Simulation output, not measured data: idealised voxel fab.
Name of the process module below: voxel gate over fins
Shown is cross-section cut, with a width of 190 nm and square cells of size 5 nm.
Cross-section = grid of square cells, listed top down in bands; band = one or more rows. It is stipulated that each band's entry specify, in nanometres, the height of the top of the band and then that of its bottom, followed by the materials of the band in left-to-right sequence, each together with its width in nanometres. A single material marked by the word "all across" is understood to fill the band from edge to edge; the word "blank" is understood to denote empty space. A quick word on heights: they are counted from 0, and under that level the wafer as it came to us is one material throughout. The lowest band is different from the rest in having no bottom; it simply continues downward, written as in "0 nm and below". Width spec "30..40" -> top row of cells at first value, bottom row at second value, equal per-row change in between. It should be understood that the words "no alterations made", when stated for a given step, signify that the cross-section underwent no change in any of its cells during that step. "Closed void catalog" specifies each empty space that is not open to the top and that occupies no fewer than 8 cells, using the form width x height at distance, the distance measured from the left edge and all three quantities in nm. On a step's line, text after the settings is the simulator commenting on that step. overlay nm: step with mask; distance mask lay right of planned place; negative value = left of planned place.
Process steps - plan:
1: RECEIVE,material Si
2: CONFORMAL_DEP,material SiN,thk nm 5
3: DIRECTIONAL_DEP,material aC,thk nm 15
4: PATTERN,tone cover,mask id FINS,material resist,width nm 15,pitch nm 40,thk nm 30,overlay nm 0
5: DIRECTIONAL_ETCH,etch materials aC,depth nm 15
6: STRIP,etch materials resist
7: DIRECTIONAL_ETCH,etch materials SiN,depth nm 5
8: DIRECTIONAL_ETCH,etch materials Si,depth nm 35
9: STRIP,etch materials aC
10: FILL_DEP,material SiO2,thk nm 15
11: CMP,height nm 5
12: SELECTIVE_ETCH,etch materials SiO2,depth nm 15
13: STRIP,etch materials SiN
14: CONFORMAL_DEP,material HfO2,thk nm 5
15: CONFORMAL_DEP,material TiN,thk nm 5
16: FILL_DEP,material W,thk nm 15
17: CMP,height nm 20
18: CONFORMAL_DEP,material SiN,thk nm 10
Here's what the wafer looked like in cross-section when it arrived - that's after step 1:
0 nm and below  Si all across
Closed void catalog: none
First wafer at the end, as planned:
30 nm to 20 nm  SiN all across
20 nm to 10 nm  W all across
10 nm to 5 nm  W 55, then TiN 35, then W 5, then TiN 35, then W 60
5 nm to 0 nm  W 55, then TiN 5, then HfO2 25, then TiN 5, then W 5, then TiN 5, then HfO2 25, then TiN 5, then W 60
0 nm to -5 nm  TiN 60, then HfO2 5, then Si 15, then HfO2 5, then TiN 15, then HfO2 5, then Si 15, then HfO2 5, then TiN 65
-5 nm to -10 nm  HfO2 65, then Si 15, then HfO2 25, then Si 15, then HfO2 70
-10 nm to -35 nm  SiO2 65, then Si 15, then SiO2 25, then Si 15, then SiO2 70
-35 nm and below  Si all across
Closed void catalog: none
Second wafer at the end: like start, like plan, one mistake:
30 nm to 20 nm  SiN all across
20 nm to 5 nm  W all across
5 nm to 0 nm  W 60, then TiN 25, then W 15, then TiN 25, then W 65
0 nm to -5 nm  W 60, then TiN 5, then Si 15, then TiN 5, then W 15, then TiN 5, then Si 15, then TiN 5, then W 65
-5 nm to -10 nm  TiN 65, then Si 15, then TiN 25, then Si 15, then TiN 70
-10 nm to -35 nm  SiO2 65, then Si 15, then SiO2 25, then Si 15, then SiO2 70
-35 nm and below  Si all across
Closed void catalog: none
what went wrong: plan step 14 never ran because it was skipped
Counted in cells at the end, the second wafer holds more or fewer of these materials than the first: -46 HfO2, +46 W
